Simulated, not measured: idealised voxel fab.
Process module name: voxel self aligned contacts
The cross-section on display is named cut; it measures 275 nm wide, and its cells are 5 nm squares.
A cross-section is a grid of square cells, given in bands from the top down. A band is one or more rows of cells. Within each band entry, the heights of the top and of the bottom of the band appear first, in that order and in nm; the materials of the band then follow from left to right, each with its corresponding width in nm. The designation "everywhere" on a single material indicates that it fills the band from edge to edge; the designation "empty" indicates empty space. Counting heights begins at 0, where everything beneath is, in the wafer as received, one material. The lowest band has no bottom; it goes on downwards, as "0 down" shows. Width spec "30 to 40" -> top row of cells at first value, bottom row at second value, equal per-row change in between. It should be understood that the words "everything unchanged", when stated for a given step, signify that the cross-section underwent no change in any of its cells during that step. The entry titled "closed voids" provides the empty spaces that have no open way to the top, restricted to those of 8 cells or more. Each is presented as width x height at distance, the distance being measured from the left edge, with all three in nm. What comes after the settings on a step's line is commentary from the simulator itself on that step. If you see "overlay nm" on a step's line and that step has a mask, it's telling you how far right of where it was planned the mask ended up; a negative number means it went left instead.
Set out below are the planned steps of the process
1. RECEIVE [material Si]
2. OXIDIZE [depth nm 5]
3. DIRECTIONAL_DEP [material polySi] [thk nm 30]
4. DIRECTIONAL_DEP [material SiN] [thk nm 20]
5. PATTERN [tone cover] [mask id GATE] [material resist] [width nm 35] [pitch nm 70] [thk nm 20] [overlay nm 0]
6. DIRECTIONAL_ETCH [etch materials SiN] [depth nm 20]
7. DIRECTIONAL_ETCH [etch materials polySi] [depth nm 30]
8. STRIP [etch materials resist]
9. CONFORMAL_DEP [material SiN] [thk nm 5]
10. DIRECTIONAL_ETCH [etch materials SiN] [depth nm 5]
11. FILL_DEP [material SiO2] [thk nm 15]
12. CMP [height nm 60]
13. PATTERN [tone open] [mask id CONTACT] [material resist] [width nm 55] [pitch nm 70] [thk nm 20] [overlay nm 0]
14. DIRECTIONAL_ETCH [etch materials SiO2] [depth nm 65]
15. STRIP [etch materials resist]
16. CONFORMAL_DEP [material TiN] [thk nm 5]
17. FILL_DEP [material W] [thk nm 5]
18. CMP [height nm 60]
19. CONFORMAL_DEP [material SiN] [thk nm 5]
First of the two wafers, run per plan
Incoming wafer in cross-section (state: after step 1)
0 down  Si everywhere
closed voids: none
Step 2 done - wafer cross-section
0 to -5  SiO2 everywhere
All layers under -5 are left as they were.
Step 3 done - wafer cross-section
30 to 0  polySi everywhere
All layers under 0 are left as they were.
Step 4 done - wafer cross-section
50 to 30  SiN everywhere
All layers under 30 are left as they were.
Step 5 done - wafer cross-section
70 to 50  empty=50, then resist=35, then empty=35, then resist=35, then empty=35, then resist=35, then empty=50
All layers under 50 are left as they were.
Step 6 done - wafer cross-section
70 to 50  empty=50, then resist=35, then empty=35, then resist=35, then empty=35, then resist=35, then empty=50
50 to 30  empty=50, then SiN=35, then empty=35, then SiN=35, then empty=35, then SiN=35, then empty=50
All layers under 30 are left as they were.
Step 7 done - wafer cross-section
70 to 50  empty=50, then resist=35, then empty=35, then resist=35, then empty=35, then resist=35, then empty=50
50 to 30  empty=50, then SiN=35, then empty=35, then SiN=35, then empty=35, then SiN=35, then empty=50
30 to 0  empty=50, then polySi=35, then empty=35, then polySi=35, then empty=35, then polySi=35, then empty=50
All layers under 0 are left as they were.
Step 8 done - wafer cross-section
50 to 30  empty=50, then SiN=35, then empty=35, then SiN=35, then empty=35, then SiN=35, then empty=50
All layers under 30 are left as they were.
Step 9 done - wafer cross-section
55 to 30  empty=45, then SiN=45, then empty=25, then SiN=45, then empty=25, then SiN=45, then empty=45
30 to 5  empty=45, then SiN=5, then polySi=35, then SiN=5, then empty=25, then SiN=5, then polySi=35, then SiN=5, then empty=25, then SiN=5, then polySi=35, then SiN=5, then empty=45
5 to 0  SiN=50, then polySi=35, then SiN=35, then polySi=35, then SiN=35, then polySi=35, then SiN=50
All layers under 0 are left as they were.
Step 10 done - wafer cross-section
50 to 30  empty=45, then SiN=45, then empty=25, then SiN=45, then empty=25, then SiN=45, then empty=45
30 to 0  empty=45, then SiN=5, then polySi=35, then SiN=5, then empty=25, then SiN=5, then polySi=35, then SiN=5, then empty=25, then SiN=5, then polySi=35, then SiN=5, then empty=45
All layers under 0 are left as they were.
Step 11 done - wafer cross-section
65 to 50  SiO2 everywhere
50 to 30  SiO2=45, then SiN=45, then SiO2=25, then SiN=45, then SiO2=25, then SiN=45, then SiO2=45
30 to 0  SiO2=45, then SiN=5, then polySi=35, then SiN=5, then SiO2=25, then SiN=5, then polySi=35, then SiN=5, then SiO2=25, then SiN=5, then polySi=35, then SiN=5, then SiO2=45
All layers under 0 are left as they were.
Step 12 done - wafer cross-section
60 to 50  SiO2 everywhere
All layers under 50 are left as they were.
Step 13 done - wafer cross-section
80 to 60  resist=75, then empty=55, then resist=15, then empty=55, then resist=75
All layers under 60 are left as they were.
Step 14 done - wafer cross-section
80 to 60  resist=75, then empty=55, then resist=15, then empty=55, then resist=75
60 to 50  SiO2=75, then empty=55, then SiO2=15, then empty=55, then SiO2=75
50 to 30  SiO2=45, then SiN=45, then empty=25, then SiN=45, then empty=25, then SiN=45, then SiO2=45
30 to 0  SiO2=45, then SiN=5, then polySi=35, then SiN=5, then empty=25, then SiN=5, then polySi=35, then SiN=5, then empty=25, then SiN=5, then polySi=35, then SiN=5, then SiO2=45
0 to -5  SiO2=90, then empty=25, then SiO2=45, then empty=25, then SiO2=90
All layers under -5 are left as they were.
Step 15 done - wafer cross-section
60 to 50  SiO2=75, then empty=55, then SiO2=15, then empty=55, then SiO2=75
All layers under 50 are left as they were.
Step 16 done - wafer cross-section
65 to 60  TiN=80, then empty=45, then TiN=25, then empty=45, then TiN=80
60 to 50  SiO2=75, then TiN=5 to 20, then empty=45 to 15, then TiN=5 to 20, then SiO2=15, then TiN=5 to 20, then empty=45 to 15, then TiN=5 to 20, then SiO2=75
50 to 30  SiO2=45, then SiN=45, then TiN=5, then empty=15, then TiN=5, then SiN=45, then TiN=5, then empty=15, then TiN=5, then SiN=45, then SiO2=45
30 to 0  SiO2=45, then SiN=5, then polySi=35, then SiN=5, then TiN=5, then empty=15, then TiN=5, then SiN=5, then polySi=35, then SiN=5, then TiN=5, then empty=15, then TiN=5, then SiN=5, then polySi=35, then SiN=5, then SiO2=45
0 to -5  SiO2=90, then TiN=25, then SiO2=45, then TiN=25, then SiO2=90
All layers under -5 are left as they were.
Step 17 done - wafer cross-section
70 to 65  W everywhere
65 to 60  TiN=80, then W=45, then TiN=25, then W=45, then TiN=80
60 to 50  SiO2=75, then TiN=5 to 20, then W=45 to 15, then TiN=5 to 20, then SiO2=15, then TiN=5 to 20, then W=45 to 15, then TiN=5 to 20, then SiO2=75
50 to 30  SiO2=45, then SiN=45, then TiN=5, then W=15, then TiN=5, then SiN=45, then TiN=5, then W=15, then TiN=5, then SiN=45, then SiO2=45
30 to 0  SiO2=45, then SiN=5, then polySi=35, then SiN=5, then TiN=5, then W=15, then TiN=5, then SiN=5, then polySi=35, then SiN=5, then TiN=5, then W=15, then TiN=5, then SiN=5, then polySi=35, then SiN=5, then SiO2=45
All layers under 0 are left as they were.
Step 18 done - wafer cross-section
60 to 50  SiO2=75, then TiN=5 to 20, then W=45 to 15, then TiN=5 to 20, then SiO2=15, then TiN=5 to 20, then W=45 to 15, then TiN=5 to 20, then SiO2=75
All layers under 50 are left as they were.
Step 19 done - wafer cross-section
65 to 60  SiN everywhere
All layers under 60 are left as they were.
Second Wafer (Identical Start and Plan, One Processing Error; Matches First Wafer Through Step 12)
Second wafer profile in section, at the moment step 13 of the plan was meant to be complete
80 to 60  empty=75, then resist=55, then empty=15, then resist=55, then empty=75
All layers under 60 are left as they were.
Second wafer profile in section, at the moment step 14 of the plan was meant to be complete
80 to 60  empty=75, then resist=55, then empty=15, then resist=55, then empty=75
60 to 50  empty=75, then SiO2=55, then empty=15, then SiO2=55, then empty=75
50 to 30  empty=45, then SiN=45, then SiO2=25, then SiN=45, then SiO2=25, then SiN=45, then empty=45
30 to 0  empty=45, then SiN=5, then polySi=35, then SiN=5, then SiO2=25, then SiN=5, then polySi=35, then SiN=5, then SiO2=25, then SiN=5, then polySi=35, then SiN=5, then empty=45
0 to -5  empty=45, then SiO2=185, then empty=45
All layers under -5 are left as they were.
Second wafer profile in section, at the moment step 15 of the plan was meant to be complete
60 to 50  empty=75, then SiO2=55, then empty=15, then SiO2=55, then empty=75
All layers under 50 are left as they were.
Second wafer profile in section, at the moment step 16 of the plan was meant to be complete
65 to 60  empty=70, then TiN=65, then empty=5, then TiN=65, then empty=70
60 to 55  empty=70, then TiN=5, then SiO2=55, then TiN=5, then empty=5, then TiN=5, then SiO2=55, then TiN=5, then empty=70
55 to 50  empty=40, then TiN=35, then SiO2=55, then TiN=15, then SiO2=55, then TiN=35, then empty=40
50 to 30  empty=40, then TiN=5, then SiN=45, then SiO2=25, then SiN=45, then SiO2=25, then SiN=45, then TiN=5, then empty=40
30 to 0  empty=40, then TiN=5, then SiN=5, then polySi=35, then SiN=5, then SiO2=25, then SiN=5, then polySi=35, then SiN=5, then SiO2=25, then SiN=5, then polySi=35, then SiN=5, then TiN=5, then empty=40
0 to -5  TiN=45, then SiO2=185, then TiN=45
All layers under -5 are left as they were.
Second wafer profile in section, at the moment step 17 of the plan was meant to be complete
70 to 65  W everywhere
65 to 60  W=70, then TiN=65, then W=5, then TiN=65, then W=70
60 to 55  W=70, then TiN=5, then SiO2=55, then TiN=5, then W=5, then TiN=5, then SiO2=55, then TiN=5, then W=70
55 to 50  W=40, then TiN=35, then SiO2=55, then TiN=15, then SiO2=55, then TiN=35, then W=40
50 to 30  W=40, then TiN=5, then SiN=45, then SiO2=25, then SiN=45, then SiO2=25, then SiN=45, then TiN=5, then W=40
30 to 0  W=40, then TiN=5, then SiN=5, then polySi=35, then SiN=5, then SiO2=25, then SiN=5, then polySi=35, then SiN=5, then SiO2=25, then SiN=5, then polySi=35, then SiN=5, then TiN=5, then W=40
All layers under 0 are left as they were.
Second wafer profile in section, at the moment step 18 of the plan was meant to be complete
60 to 55  W=70, then TiN=5, then SiO2=55, then TiN=5, then W=5, then TiN=5, then SiO2=55, then TiN=5, then W=70
All layers under 55 are left as they were.
Second wafer profile in section, at the moment step 19 of the plan was meant to be complete
65 to 60  SiN everywhere
All layers under 60 are left as they were.
So what did we get wrong on this run? step 13 ran as: PATTERN [tone cover] [mask id CONTACT] [material resist] [width nm 55] [pitch nm 70] [thk nm 20] [overlay nm 0]
End of process, cell counts, second wafer against first, materials with more or fewer: -110 SiO2 | -11 TiN | +121 W
